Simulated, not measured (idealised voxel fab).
voxel double patterning: a process module
Cross-section cut spans 165 nm and uses square cells 5 nm in size.
For the purposes of this document, a cross-section shall be understood as a grid of square cells, specified as bands listed in top-to-bottom order, each band consisting of one or more rows of cells.
First you get the band's top height and its bottom height, in nm, and then the materials it's made of, left to right, with each width in nm. If you see a single material with "everywhere", that one covers the band edge to edge. "empty" is empty space.
Height reference: 0 = level under which incoming wafer is all one material. Lowest band: no bottom, runs on downward, e.g. "0 and below".
Per-row width for "30->40": begins at first number (top row of band), ends at second number (bottom row), increment between rows held constant.
Where the words "identical to before" appear for a step, the cross-section shows no cell changed by that step; every cell remained as before.
The label "Enclosed void list" introduces a list of the empty spaces, 8 cells or larger, that have no open way up to the top; each entry in it reads width x height at distance, where the distance is taken from the left edge and all three are stated in nm.
Whatever follows a step's settings on its line is a remark the simulator itself makes about that step.
overlay nm, on a step with a mask: how far to the right of its planned place the mask lay; to the left if negative

The steps planned for the process are as follows
1,RECEIVE: material Si
2,CONFORMAL_DEP: material SiO2, thk nm 10
3,DIRECTIONAL_DEP: material TiN, thk nm 20
4,DIRECTIONAL_DEP: material SiCN, thk nm 5
5,DIRECTIONAL_DEP: material aC, thk nm 15
6,PATTERN: tone open, mask id FIRST, material resist, width nm 15, pitch nm 50, thk nm 35, overlay nm 0
7,DIRECTIONAL_ETCH: etch materials aC, depth nm 15
8,STRIP: etch materials resist
9,DIRECTIONAL_ETCH: etch materials SiCN, depth nm 5
10,STRIP: etch materials aC
11,PATTERN: tone open, mask id SECOND, material resist, width nm 15, pitch nm 50, thk nm 20, overlay nm 0
12,DIRECTIONAL_ETCH: etch materials SiCN, depth nm 5
13,STRIP: etch materials resist
14,DIRECTIONAL_ETCH: etch materials TiN, depth nm 20
15,STRIP: etch materials SiCN

Cross-section of the wafer upon arrival, representing the state reached after step 1
	0 and below | Si everywhere
	Enclosed void list: none

One mistake in running the module, otherwise start and plan as above: cross-section at the end
	30 down to 10 | 50 of empty  15 of TiN  35 of empty  15 of TiN  50 of empty
	10 down to 0 | SiO2 everywhere
	0 and below | Si everywhere
	Enclosed void list: none
What broke from the plan during processing? not per plan at step 11, really ran PATTERN: tone cover, mask id SECOND, material resist, width nm 15, pitch nm 50, thk nm 20, overlay nm 0
